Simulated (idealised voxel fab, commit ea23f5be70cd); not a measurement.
process module | voxel trench capacitor
cross-section cut | 145 nm wide | cells 5 nm
A cross-section is a grid of square cells, given in bands from the top down. A band is one or more rows of cells.
Each band's line starts with the height of the band's top and of its bottom, in nm. Then come its materials from left to right, each with its width in nm. One material with "throughout" fills the band from edge to edge. "air" is empty space.
Height 0 is the level under which the wafer as received is all one material. The lowest band goes on downwards, as in "0 down".
A width such as "30 to 40" changes by the same amount from each row of cells to the next, from the band's top row to its bottom row.
"no change" after a step means that no cell of the cross-section changed.
closed voids: empty space of 8 cells or more with no open way to the top, each as width x height at its distance from the left edge, in nm
after a step's settings: what the simulator itself notes on the step
overlay nm, on a step with a mask: how far to the right of its planned place the mask lay; to the left if negative
plan
1 op RECEIVE | material Si
2 op CONFORMAL_DEP | material SiN | thk nm 5
3 op DIRECTIONAL_DEP | material aC | thk nm 15
4 op PATTERN | tone open | mask id TRENCH | material resist | width nm 20 | pitch nm 35 | thk nm 35 | overlay nm 0
5 op DIRECTIONAL_ETCH | etch materials aC | depth nm 15
6 op STRIP | etch materials resist
7 op DIRECTIONAL_ETCH | etch materials SiN | depth nm 5
8 op DIRECTIONAL_ETCH | etch materials Si | depth nm 35
9 op STRIP | etch materials aC
10 op CONFORMAL_DEP | material SiO2 | thk nm 5
11 op FILL_DEP | material polySi | thk nm 10
12 op CMP | height nm 5
as received, after step 1
  0 down: Si throughout
  closed voids: none
a wafer at the end: this start, this plan, one mistake
  5 to 0: SiN 45 | SiO2 5 | polySi 10 | SiO2 5 | SiN 15 | SiO2 5 | polySi 10 | SiO2 5 | SiN 45
  0 to -65: Si 45 | SiO2 5 | polySi 10 | SiO2 5 | Si 15 | SiO2 5 | polySi 10 | SiO2 5 | Si 45
  -65 to -70: Si 45 | SiO2 20 | Si 15 | SiO2 20 | Si 45
  -70 down: Si throughout
  closed voids: none
what went wrong: step 8 was run twice
